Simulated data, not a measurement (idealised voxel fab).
The following is a process module called voxel ribs on slabs.
For reference, the cross-section in this document is cut, with width 265 nm and square cells of 5 nm.
Each cross-section below is a grid of square cells, stated as bands in top-down order, with one or more rows of cells making up each band. Per band: top height and bottom height in nm, followed by the left-to-right materials and their widths in nm; "everywhere" marks a single material spanning edge to edge, "blank" marks empty space. Below 0: as-received wafer, all one material; heights counted from there. Lowest band: no bottom, goes on down, written "0 down". Width spec "30 to 40" -> top row of cells at first value, bottom row at second value, equal per-row change in between. You'll sometimes find "remains unaltered" written for a step, and that's the way of saying that nowhere in the cross-section did a cell change during that step. Look at "Enclosed void list" for the closed voids: empty spaces with no open path to the top, sized 8 cells or up. Each is width x height at distance, distance from the left edge, all nm. Read whatever lies past the settings on a step's line as the simulator's own remark about the step. "overlay nm", when on a step's line for a step with a mask, measures how far to the right of its planned place the mask lay; a negative measure means to the left.
# Planned step list for the process
1) RECEIVE: material Si
2) DIRECTIONAL_DEP: material SiO2, thk nm 20
3) DIRECTIONAL_DEP: material polySi, thk nm 20
4) DIRECTIONAL_DEP: material aC, thk nm 15
5) PATTERN: tone cover, mask id RIB, material resist, width nm 20, thk nm 30, overlay nm 0
6) DIRECTIONAL_ETCH: etch materials aC, depth nm 15
7) STRIP: etch materials resist
8) DIRECTIONAL_ETCH: etch materials polySi, depth nm 10
9) STRIP: etch materials aC
10) MASKED_ETCH: tone cover, mask id SLAB, width nm 50, etch materials polySi, depth nm 10, overlay nm 0
11) FILL_DEP: material SiO2, thk nm 15
12) CMP: height nm 50
13) DIRECTIONAL_DEP: material W, thk nm 10
14) MASKED_ETCH: tone cover, mask id HEATER, width nm 30, etch materials W, depth nm 10, overlay nm 0
15) CONFORMAL_DEP: material SiN, thk nm 5
# Cross-sectional view of the wafer in its as-received condition, corresponding to the state after step 1
  0 down = Si everywhere
  Enclosed void list: none
# The module was run from the start shown above using the plan shown above, but one mistake was made doing it; the resulting wafer cross-section is below
  65 to 60 = 110 of blank, 40 of SiN, 115 of blank
  60 to 55 = 110 of blank, 5 of SiN, 30 of W, 5 of SiN, 115 of blank
  55 to 50 = 115 of SiN, 30 of W, 120 of SiN
  50 to 40 = 105 of SiO2, 50 of polySi, 110 of SiO2
  40 to 0 = SiO2 everywhere
  0 down = Si everywhere
  Enclosed void list: none
What broke from the plan during processing? step 2 of the plan was executed twice over
